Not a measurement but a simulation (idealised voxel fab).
process module | voxel transistor to metal
The width of the displayed cross-section, cut, is 145 nm; its cells are square, with a size of 5 nm.
Reading order for cross-sections: top band down to bottom band. Underlying form: a grid of square cells. Band size: one or more rows of cells. For a band, the entry starts with two heights in nm, that of the top and then that of the bottom, and carries on with the band's materials in order from left to right, each alongside its width in nm; the word "everywhere" beside a single material means it fills the band edge to edge, and "empty" means empty space. Beneath 0, the wafer as received is one material, and that level is where height counting begins. The lowest band goes on downward without a bottom; it is written like "0 -> down". Graded width ("30 to 40"): value in top row of band = first number; value in bottom row = second number; row-to-row change constant. Reading "remained the same" for a step: not a cell of the cross-section changed in it. Closed-off voids of 8+ cells (no open route to the top) go in "Sealed voids", written width x height at distance from the left edge, in nm. after a step's settings: what the simulator itself notes on the step. Steps that use a mask can have "overlay nm" on their line. It says how far the mask sat to the right of where it was meant to be. Negative means to the left.
[Planned step list for the process]
- 1: RECEIVE (material Si)
- 2: CONFORMAL_DEP (material SiO2; thk nm 5)
- 3: CONFORMAL_DEP (material SiN; thk nm 10)
- 4: MASKED_ETCH (tone cover; mask id ACTIVE; width nm 95; etch materials SiN; depth nm 10; overlay nm 0)
- 5: MASKED_ETCH (tone cover; mask id ACTIVE; width nm 95; etch materials SiO2; depth nm 5; overlay nm 0)
- 6: MASKED_ETCH (tone cover; mask id ACTIVE; width nm 95; etch materials Si; depth nm 35; overlay nm 0)
- 7: OXIDIZE (depth nm 5)
- 8: FILL_DEP (material SiO2; thk nm 15)
- 9: CMP (height nm 15)
- 10: SELECTIVE_ETCH (etch materials SiO2; depth nm 10)
- 11: STRIP (etch materials SiN)
- 12: SELECTIVE_ETCH (etch materials SiO2; depth nm 5)
- 13: OXIDIZE (depth nm 5)
- 14: DIRECTIONAL_DEP (material polySi; thk nm 30)
- 15: DIRECTIONAL_DEP (material SiCN; thk nm 10)
- 16: MASKED_ETCH (tone cover; mask id GATE; width nm 25; etch materials SiCN; depth nm 20; overlay nm 0)
- 17: MASKED_ETCH (tone cover; mask id GATE; width nm 25; etch materials polySi; depth nm 40; overlay nm 0)
- 18: CONFORMAL_DEP (material SiN; thk nm 5)
- 19: DIRECTIONAL_ETCH (etch materials SiN; depth nm 5)
- 20: DIRECTIONAL_ETCH (etch materials SiO2; depth nm 5)
- 21: EPI (material SiGe; thk nm 5)
- 22: FILL_DEP (material SiO2; thk nm 5)
- 23: CMP (height nm 40)
- 24: DIRECTIONAL_DEP (material SiO2; thk nm 10)
- 25: PATTERN (tone open; mask id CONTACT; material resist; width nm 15; pitch nm 70; thk nm 20; overlay nm 0)
- 26: DIRECTIONAL_ETCH (etch materials SiO2; depth nm 50)
- 27: STRIP (etch materials resist)
- 28: CONFORMAL_DEP (material TiN; thk nm 5)
- 29: FILL_DEP (material W; thk nm 10)
- 30: CMP (height nm 50)
- 31: CONFORMAL_DEP (material SiCN; thk nm 5)
- 32: DIRECTIONAL_DEP (material lowk; thk nm 25)
- 33: DIRECTIONAL_DEP (material aC; thk nm 15)
- 34: PATTERN (tone open; mask id METAL_1; material resist; width nm 15; pitch nm 70; thk nm 30; overlay nm 0)
- 35: DIRECTIONAL_ETCH (etch materials aC; depth nm 15)
- 36: STRIP (etch materials resist)
- 37: DIRECTIONAL_ETCH (etch materials lowk; depth nm 25)
- 38: DIRECTIONAL_ETCH (etch materials SiCN; depth nm 5)
- 39: STRIP (etch materials aC)
- 40: CONFORMAL_DEP (material TiN; thk nm 5)
- 41: FILL_DEP (material Ru; thk nm 10)
- 42: CMP (height nm 80)
- 43: CONFORMAL_DEP (material SiCN; thk nm 5)
- 44: DIRECTIONAL_DEP (material lowk; thk nm 35)
- 45: PATTERN (tone open; mask id METAL_2; material resist; width nm 15; pitch nm 70; thk nm 15; overlay nm 0)
- 46: DIRECTIONAL_ETCH (etch materials lowk; depth nm 20)
- 47: STRIP (etch materials resist)
- 48: MASKED_ETCH (tone open; mask id METAL_2_HOLES; width nm 15; pitch nm 70; etch materials lowk; depth nm 15; overlay nm 0)
- 49: MASKED_ETCH (tone open; mask id METAL_2_HOLES; width nm 15; pitch nm 70; etch materials SiCN; depth nm 5; overlay nm 0)
- 50: CONFORMAL_DEP (material TiN; thk nm 5)
- 51: FILL_DEP (material Ru; thk nm 10)
- 52: CMP (height nm 120)
- 53: CONFORMAL_DEP (material SiN; thk nm 5)
[The first of a set of two wafers, run to plan]
[Cross-sectional view of the wafer in its as-received condition, corresponding to the state after step 1]
  0 -> down: Si everywhere
  Sealed voids: none
[How the wafer stands in section after step 2]
  5 -> 0: SiO2 everywhere
  below 0: unchanged
[How the wafer stands in section after step 3]
  15 -> 5: SiN everywhere
  below 5: unchanged
[How the wafer stands in section after step 4]
  15 -> 5: 25 empty / 95 SiN / 25 empty
  below 5: unchanged
[How the wafer stands in section after step 5]
  15 -> 5: 25 empty / 95 SiN / 25 empty
  5 -> 0: 25 empty / 95 SiO2 / 25 empty
  below 0: unchanged
[How the wafer stands in section after step 6]
  15 -> 5: 25 empty / 95 SiN / 25 empty
  5 -> 0: 25 empty / 95 SiO2 / 25 empty
  0 -> -35: 25 empty / 95 Si / 25 empty
  below -35: unchanged
[How the wafer stands in section after step 7]
  15 -> 5: 25 empty / 95 SiN / 25 empty
  5 -> 0: 25 empty / 95 SiO2 / 25 empty
  0 -> -35: 25 empty / 5 SiO2 / 85 Si / 5 SiO2 / 25 empty
  -35 -> -40: 30 SiO2 / 85 Si / 30 SiO2
  below -40: unchanged
[How the wafer stands in section after step 8]
  30 -> 15: SiO2 everywhere
  15 -> 5: 25 SiO2 / 95 SiN / 25 SiO2
  5 -> 0: SiO2 everywhere
  0 -> -40: 30 SiO2 / 85 Si / 30 SiO2
  below -40: unchanged
[How the wafer stands in section after step 9]
  15 -> 5: 25 SiO2 / 95 SiN / 25 SiO2
  below 5: unchanged
[How the wafer stands in section after step 10]
  15 -> 5: 25 empty / 95 SiN / 25 empty
  below 5: unchanged
[How the wafer stands in section after step 11]
  5 -> 0: SiO2 everywhere
  below 0: unchanged
[How the wafer stands in section after step 12]
  0 -> -40: 30 SiO2 / 85 Si / 30 SiO2
  below -40: unchanged
[How the wafer stands in section after step 13]
  0 -> -5: SiO2 everywhere
  below -5: unchanged
[How the wafer stands in section after step 14]
  30 -> 0: polySi everywhere
  below 0: unchanged
[How the wafer stands in section after step 15]
  40 -> 30: SiCN everywhere
  below 30: unchanged
[How the wafer stands in section after step 16]
  40 -> 30: 60 empty / 25 SiCN / 60 empty
  below 30: unchanged
[How the wafer stands in section after step 17]
  40 -> 30: 60 empty / 25 SiCN / 60 empty
  30 -> 0: 60 empty / 25 polySi / 60 empty
  below 0: unchanged
[How the wafer stands in section after step 18]
  45 -> 40: 55 empty / 35 SiN / 55 empty
  40 -> 30: 55 empty / 5 SiN / 25 SiCN / 5 SiN / 55 empty
  30 -> 5: 55 empty / 5 SiN / 25 polySi / 5 SiN / 55 empty
  5 -> 0: 60 SiN / 25 polySi / 60 SiN
  below 0: unchanged
[How the wafer stands in section after step 19]
  40 -> 30: 55 empty / 5 SiN / 25 SiCN / 5 SiN / 55 empty
  30 -> 0: 55 empty / 5 SiN / 25 polySi / 5 SiN / 55 empty
  below 0: unchanged
[How the wafer stands in section after step 20]
  40 -> 30: 55 empty / 5 SiN / 25 SiCN / 5 SiN / 55 empty
  30 -> 0: 55 empty / 5 SiN / 25 polySi / 5 SiN / 55 empty
  0 -> -5: 55 empty / 35 SiO2 / 55 empty
  below -5: unchanged
[How the wafer stands in section after step 21]
  40 -> 30: 55 empty / 5 SiN / 25 SiCN / 5 SiN / 55 empty
  30 -> 0: 55 empty / 5 SiN / 25 polySi / 5 SiN / 55 empty
  0 -> -5: 25 empty / 30 SiGe / 35 SiO2 / 30 SiGe / 25 empty
  below -5: unchanged
[How the wafer stands in section after step 22]
  45 -> 40: SiO2 everywhere
  40 -> 30: 55 SiO2 / 5 SiN / 25 SiCN / 5 SiN / 55 SiO2
  30 -> 0: 55 SiO2 / 5 SiN / 25 polySi / 5 SiN / 55 SiO2
  0 -> -5: 25 SiO2 / 30 SiGe / 35 SiO2 / 30 SiGe / 25 SiO2
  below -5: unchanged
[How the wafer stands in section after step 23]
  40 -> 30: 55 SiO2 / 5 SiN / 25 SiCN / 5 SiN / 55 SiO2
  below 30: unchanged
[How the wafer stands in section after step 24]
  50 -> 40: SiO2 everywhere
  below 40: unchanged
[How the wafer stands in section after step 25]
  70 -> 50: 30 resist / 15 empty / 55 resist / 15 empty / 30 resist
  below 50: unchanged
[How the wafer stands in section after step 26]
  70 -> 50: 30 resist / 15 empty / 55 resist / 15 empty / 30 resist
  50 -> 40: 30 SiO2 / 15 empty / 55 SiO2 / 15 empty / 30 SiO2
  40 -> 30: 30 SiO2 / 15 empty / 10 SiO2 / 5 SiN / 25 SiCN / 5 SiN / 10 SiO2 / 15 empty / 30 SiO2
  30 -> 0: 30 SiO2 / 15 empty / 10 SiO2 / 5 SiN / 25 polySi / 5 SiN / 10 SiO2 / 15 empty / 30 SiO2
  below 0: unchanged
[How the wafer stands in section after step 27]
  50 -> 40: 30 SiO2 / 15 empty / 55 SiO2 / 15 empty / 30 SiO2
  below 40: unchanged
[How the wafer stands in section after step 28]
  55 -> 50: 35 TiN / 5 empty / 65 TiN / 5 empty / 35 TiN
  50 -> 40: 30 SiO2 / 5 TiN / 5 empty / 5 TiN / 55 SiO2 / 5 TiN / 5 empty / 5 TiN / 30 SiO2
  40 -> 30: 30 SiO2 / 5 TiN / 5 empty / 5 TiN / 10 SiO2 / 5 SiN / 25 SiCN / 5 SiN / 10 SiO2 / 5 TiN / 5 empty / 5 TiN / 30 SiO2
  30 -> 5: 30 SiO2 / 5 TiN / 5 empty / 5 TiN / 10 SiO2 / 5 SiN / 25 polySi / 5 SiN / 10 SiO2 / 5 TiN / 5 empty / 5 TiN / 30 SiO2
  5 -> 0: 30 SiO2 / 15 TiN / 10 SiO2 / 5 SiN / 25 polySi / 5 SiN / 10 SiO2 / 15 TiN / 30 SiO2
  below 0: unchanged
[How the wafer stands in section after step 29]
  65 -> 55: W everywhere
  55 -> 50: 35 TiN / 5 W / 65 TiN / 5 W / 35 TiN
  50 -> 40: 30 SiO2 / 5 TiN / 5 W / 5 TiN / 55 SiO2 / 5 TiN / 5 W / 5 TiN / 30 SiO2
  40 -> 30: 30 SiO2 / 5 TiN / 5 W / 5 TiN / 10 SiO2 / 5 SiN / 25 SiCN / 5 SiN / 10 SiO2 / 5 TiN / 5 W / 5 TiN / 30 SiO2
  30 -> 5: 30 SiO2 / 5 TiN / 5 W / 5 TiN / 10 SiO2 / 5 SiN / 25 polySi / 5 SiN / 10 SiO2 / 5 TiN / 5 W / 5 TiN / 30 SiO2
  below 5: unchanged
[How the wafer stands in section after step 30]
  50 -> 40: 30 SiO2 / 5 TiN / 5 W / 5 TiN / 55 SiO2 / 5 TiN / 5 W / 5 TiN / 30 SiO2
  below 40: unchanged
[How the wafer stands in section after step 31]
  55 -> 50: SiCN everywhere
  below 50: unchanged
[How the wafer stands in section after step 32]
  80 -> 55: lowk everywhere
  below 55: unchanged
[How the wafer stands in section after step 33]
  95 -> 80: aC everywhere
  below 80: unchanged
[How the wafer stands in section after step 34]
  125 -> 95: 30 resist / 15 empty / 55 resist / 15 empty / 30 resist
  below 95: unchanged
[How the wafer stands in section after step 35]
  110 -> 95: 30 resist / 15 empty / 55 resist / 15 empty / 30 resist
  95 -> 80: 30 aC / 15 empty / 55 aC / 15 empty / 30 aC
  below 80: unchanged
[How the wafer stands in section after step 36]
  95 -> 80: 30 aC / 15 empty / 55 aC / 15 empty / 30 aC
  below 80: unchanged
[How the wafer stands in section after step 37]
  95 -> 80: 30 aC / 15 empty / 55 aC / 15 empty / 30 aC
  80 -> 55: 30 lowk / 15 empty / 55 lowk / 15 empty / 30 lowk
  below 55: unchanged
[How the wafer stands in section after step 38]
  95 -> 80: 30 aC / 15 empty / 55 aC / 15 empty / 30 aC
  80 -> 55: 30 lowk / 15 empty / 55 lowk / 15 empty / 30 lowk
  55 -> 50: 30 SiCN / 15 empty / 55 SiCN / 15 empty / 30 SiCN
  below 50: unchanged
[How the wafer stands in section after step 39]
  80 -> 55: 30 lowk / 15 empty / 55 lowk / 15 empty / 30 lowk
  below 55: unchanged
[How the wafer stands in section after step 40]
  85 -> 80: 35 TiN / 5 empty / 65 TiN / 5 empty / 35 TiN
  80 -> 55: 30 lowk / 5 TiN / 5 empty / 5 TiN / 55 lowk / 5 TiN / 5 empty / 5 TiN / 30 lowk
  55 -> 50: 30 SiCN / 15 TiN / 55 SiCN / 15 TiN / 30 SiCN
  below 50: unchanged
[How the wafer stands in section after step 41]
  95 -> 85: Ru everywhere
  85 -> 80: 35 TiN / 5 Ru / 65 TiN / 5 Ru / 35 TiN
  80 -> 55: 30 lowk / 5 TiN / 5 Ru / 5 TiN / 55 lowk / 5 TiN / 5 Ru / 5 TiN / 30 lowk
  below 55: unchanged
[How the wafer stands in section after step 42]
  80 -> 55: 30 lowk / 5 TiN / 5 Ru / 5 TiN / 55 lowk / 5 TiN / 5 Ru / 5 TiN / 30 lowk
  below 55: unchanged
[How the wafer stands in section after step 43]
  85 -> 80: SiCN everywhere
  below 80: unchanged
[How the wafer stands in section after step 44]
  120 -> 85: lowk everywhere
  below 85: unchanged
[How the wafer stands in section after step 45]
  135 -> 120: 30 resist / 15 empty / 55 resist / 15 empty / 30 resist
  below 120: unchanged
[How the wafer stands in section after step 46]
  135 -> 120: 30 resist / 15 empty / 55 resist / 15 empty / 30 resist
  120 -> 100: 30 lowk / 15 empty / 55 lowk / 15 empty / 30 lowk
  below 100: unchanged
[How the wafer stands in section after step 47]
  120 -> 100: 30 lowk / 15 empty / 55 lowk / 15 empty / 30 lowk
  below 100: unchanged
[How the wafer stands in section after step 48]
  120 -> 85: 30 lowk / 15 empty / 55 lowk / 15 empty / 30 lowk
  below 85: unchanged
[How the wafer stands in section after step 49]
  120 -> 85: 30 lowk / 15 empty / 55 lowk / 15 empty / 30 lowk
  85 -> 80: 30 SiCN / 15 empty / 55 SiCN / 15 empty / 30 SiCN
  below 80: unchanged
[How the wafer stands in section after step 50]
  125 -> 120: 35 TiN / 5 empty / 65 TiN / 5 empty / 35 TiN
  120 -> 85: 30 lowk / 5 TiN / 5 empty / 5 TiN / 55 lowk / 5 TiN / 5 empty / 5 TiN / 30 lowk
  85 -> 80: 30 SiCN / 15 TiN / 55 SiCN / 15 TiN / 30 SiCN
  below 80: unchanged
[How the wafer stands in section after step 51]
  135 -> 125: Ru everywhere
  125 -> 120: 35 TiN / 5 Ru / 65 TiN / 5 Ru / 35 TiN
  120 -> 85: 30 lowk / 5 TiN / 5 Ru / 5 TiN / 55 lowk / 5 TiN / 5 Ru / 5 TiN / 30 lowk
  below 85: unchanged
[How the wafer stands in section after step 52]
  120 -> 85: 30 lowk / 5 TiN / 5 Ru / 5 TiN / 55 lowk / 5 TiN / 5 Ru / 5 TiN / 30 lowk
  below 85: unchanged
[How the wafer stands in section after step 53]
  125 -> 120: SiN everywhere
  below 120: unchanged
[Now the other wafer: same start, same recipe, but we messed up one thing when running it. Up to and including step 24 it's the same as the first one]
[Second wafer shown in cross-section at the time step 25 was slated to end]
  70 -> 50: 30 empty / 15 resist / 55 empty / 15 resist / 30 empty
  below 50: unchanged
[Second wafer shown in cross-section at the time step 26 was slated to end]
  70 -> 50: 30 empty / 15 resist / 55 empty / 15 resist / 30 empty
  50 -> 40: 30 empty / 15 SiO2 / 55 empty / 15 SiO2 / 30 empty
  40 -> 30: 30 empty / 15 SiO2 / 10 empty / 5 SiN / 25 SiCN / 5 SiN / 10 empty / 15 SiO2 / 30 empty
  30 -> 0: 30 empty / 15 SiO2 / 10 empty / 5 SiN / 25 polySi / 5 SiN / 10 empty / 15 SiO2 / 30 empty
  below 0: unchanged
[Second wafer shown in cross-section at the time step 27 was slated to end]
  50 -> 40: 30 empty / 15 SiO2 / 55 empty / 15 SiO2 / 30 empty
  below 40: unchanged
[Second wafer shown in cross-section at the time step 28 was slated to end]
  55 -> 50: 25 empty / 25 TiN / 45 empty / 25 TiN / 25 empty
  50 -> 45: 25 empty / 5 TiN / 15 SiO2 / 5 TiN / 45 empty / 5 TiN / 15 SiO2 / 5 TiN / 25 empty
  45 -> 40: 25 empty / 5 TiN / 15 SiO2 / 55 TiN / 15 SiO2 / 5 TiN / 25 empty
  40 -> 30: 25 empty / 5 TiN / 15 SiO2 / 10 TiN / 5 SiN / 25 SiCN / 5 SiN / 10 TiN / 15 SiO2 / 5 TiN / 25 empty
  30 -> 5: 25 empty / 5 TiN / 15 SiO2 / 10 TiN / 5 SiN / 25 polySi / 5 SiN / 10 TiN / 15 SiO2 / 5 TiN / 25 empty
  5 -> 0: 30 TiN / 15 SiO2 / 10 TiN / 5 SiN / 25 polySi / 5 SiN / 10 TiN / 15 SiO2 / 30 TiN
  below 0: unchanged
[Second wafer shown in cross-section at the time step 29 was slated to end]
  65 -> 55: W everywhere
  55 -> 50: 25 W / 25 TiN / 45 W / 25 TiN / 25 W
  50 -> 45: 25 W / 5 TiN / 15 SiO2 / 5 TiN / 45 W / 5 TiN / 15 SiO2 / 5 TiN / 25 W
  45 -> 40: 25 W / 5 TiN / 15 SiO2 / 55 TiN / 15 SiO2 / 5 TiN / 25 W
  40 -> 30: 25 W / 5 TiN / 15 SiO2 / 10 TiN / 5 SiN / 25 SiCN / 5 SiN / 10 TiN / 15 SiO2 / 5 TiN / 25 W
  30 -> 5: 25 W / 5 TiN / 15 SiO2 / 10 TiN / 5 SiN / 25 polySi / 5 SiN / 10 TiN / 15 SiO2 / 5 TiN / 25 W
  below 5: unchanged
[Second wafer shown in cross-section at the time step 30 was slated to end]
  50 -> 45: 25 W / 5 TiN / 15 SiO2 / 5 TiN / 45 W / 5 TiN / 15 SiO2 / 5 TiN / 25 W
  below 45: unchanged
[Second wafer shown in cross-section at the time step 31 was slated to end]
  55 -> 50: SiCN everywhere
  below 50: unchanged
[Second wafer shown in cross-section at the time step 32 was slated to end]
  80 -> 55: lowk everywhere
  below 55: unchanged
[Second wafer shown in cross-section at the time step 33 was slated to end]
  95 -> 80: aC everywhere
  below 80: unchanged
[Second wafer shown in cross-section at the time step 34 was slated to end]
  125 -> 95: 30 resist / 15 empty / 55 resist / 15 empty / 30 resist
  below 95: unchanged
[Second wafer shown in cross-section at the time step 35 was slated to end]
  110 -> 95: 30 resist / 15 empty / 55 resist / 15 empty / 30 resist
  95 -> 80: 30 aC / 15 empty / 55 aC / 15 empty / 30 aC
  below 80: unchanged
[Second wafer shown in cross-section at the time step 36 was slated to end]
  95 -> 80: 30 aC / 15 empty / 55 aC / 15 empty / 30 aC
  below 80: unchanged
[Second wafer shown in cross-section at the time step 37 was slated to end]
  95 -> 80: 30 aC / 15 empty / 55 aC / 15 empty / 30 aC
  80 -> 55: 30 lowk / 15 empty / 55 lowk / 15 empty / 30 lowk
  below 55: unchanged
[Second wafer shown in cross-section at the time step 38 was slated to end]
  95 -> 80: 30 aC / 15 empty / 55 aC / 15 empty / 30 aC
  80 -> 55: 30 lowk / 15 empty / 55 lowk / 15 empty / 30 lowk
  55 -> 50: 30 SiCN / 15 empty / 55 SiCN / 15 empty / 30 SiCN
  below 50: unchanged
[Second wafer shown in cross-section at the time step 39 was slated to end]
  80 -> 55: 30 lowk / 15 empty / 55 lowk / 15 empty / 30 lowk
  below 55: unchanged
[Second wafer shown in cross-section at the time step 40 was slated to end]
  85 -> 80: 35 TiN / 5 empty / 65 TiN / 5 empty / 35 TiN
  80 -> 55: 30 lowk / 5 TiN / 5 empty / 5 TiN / 55 lowk / 5 TiN / 5 empty / 5 TiN / 30 lowk
  55 -> 50: 30 SiCN / 15 TiN / 55 SiCN / 15 TiN / 30 SiCN
  below 50: unchanged
[Second wafer shown in cross-section at the time step 41 was slated to end]
  95 -> 85: Ru everywhere
  85 -> 80: 35 TiN / 5 Ru / 65 TiN / 5 Ru / 35 TiN
  80 -> 55: 30 lowk / 5 TiN / 5 Ru / 5 TiN / 55 lowk / 5 TiN / 5 Ru / 5 TiN / 30 lowk
  below 55: unchanged
[Second wafer shown in cross-section at the time step 42 was slated to end]
  80 -> 55: 30 lowk / 5 TiN / 5 Ru / 5 TiN / 55 lowk / 5 TiN / 5 Ru / 5 TiN / 30 lowk
  below 55: unchanged
[Second wafer shown in cross-section at the time step 43 was slated to end]
  85 -> 80: SiCN everywhere
  below 80: unchanged
[Second wafer shown in cross-section at the time step 44 was slated to end]
  120 -> 85: lowk everywhere
  below 85: unchanged
[Second wafer shown in cross-section at the time step 45 was slated to end]
  135 -> 120: 30 resist / 15 empty / 55 resist / 15 empty / 30 resist
  below 120: unchanged
[Second wafer shown in cross-section at the time step 46 was slated to end]
  135 -> 120: 30 resist / 15 empty / 55 resist / 15 empty / 30 resist
  120 -> 100: 30 lowk / 15 empty / 55 lowk / 15 empty / 30 lowk
  below 100: unchanged
[Second wafer shown in cross-section at the time step 47 was slated to end]
  120 -> 100: 30 lowk / 15 empty / 55 lowk / 15 empty / 30 lowk
  below 100: unchanged
[Second wafer shown in cross-section at the time step 48 was slated to end]
  120 -> 85: 30 lowk / 15 empty / 55 lowk / 15 empty / 30 lowk
  below 85: unchanged
[Second wafer shown in cross-section at the time step 49 was slated to end]
  120 -> 85: 30 lowk / 15 empty / 55 lowk / 15 empty / 30 lowk
  85 -> 80: 30 SiCN / 15 empty / 55 SiCN / 15 empty / 30 SiCN
  below 80: unchanged
[Second wafer shown in cross-section at the time step 50 was slated to end]
  125 -> 120: 35 TiN / 5 empty / 65 TiN / 5 empty / 35 TiN
  120 -> 85: 30 lowk / 5 TiN / 5 empty / 5 TiN / 55 lowk / 5 TiN / 5 empty / 5 TiN / 30 lowk
  85 -> 80: 30 SiCN / 15 TiN / 55 SiCN / 15 TiN / 30 SiCN
  below 80: unchanged
[Second wafer shown in cross-section at the time step 51 was slated to end]
  135 -> 125: Ru everywhere
  125 -> 120: 35 TiN / 5 Ru / 65 TiN / 5 Ru / 35 TiN
  120 -> 85: 30 lowk / 5 TiN / 5 Ru / 5 TiN / 55 lowk / 5 TiN / 5 Ru / 5 TiN / 30 lowk
  below 85: unchanged
[Second wafer shown in cross-section at the time step 52 was slated to end]
  120 -> 85: 30 lowk / 5 TiN / 5 Ru / 5 TiN / 55 lowk / 5 TiN / 5 Ru / 5 TiN / 30 lowk
  below 85: unchanged
[Second wafer shown in cross-section at the time step 53 was slated to end]
  125 -> 120: SiN everywhere
  below 120: unchanged
Want to know what went wrong? step 25 ran differently from the plan; actual operation with settings: PATTERN (tone cover; mask id CONTACT; material resist; width nm 15; pitch nm 70; thk nm 20; overlay nm 0)
Once processing is complete, comparing cell counts shows that the second wafer has more or fewer of certain materials than the first: 114 fewer of SiO2; 33 more of TiN; 81 more of W
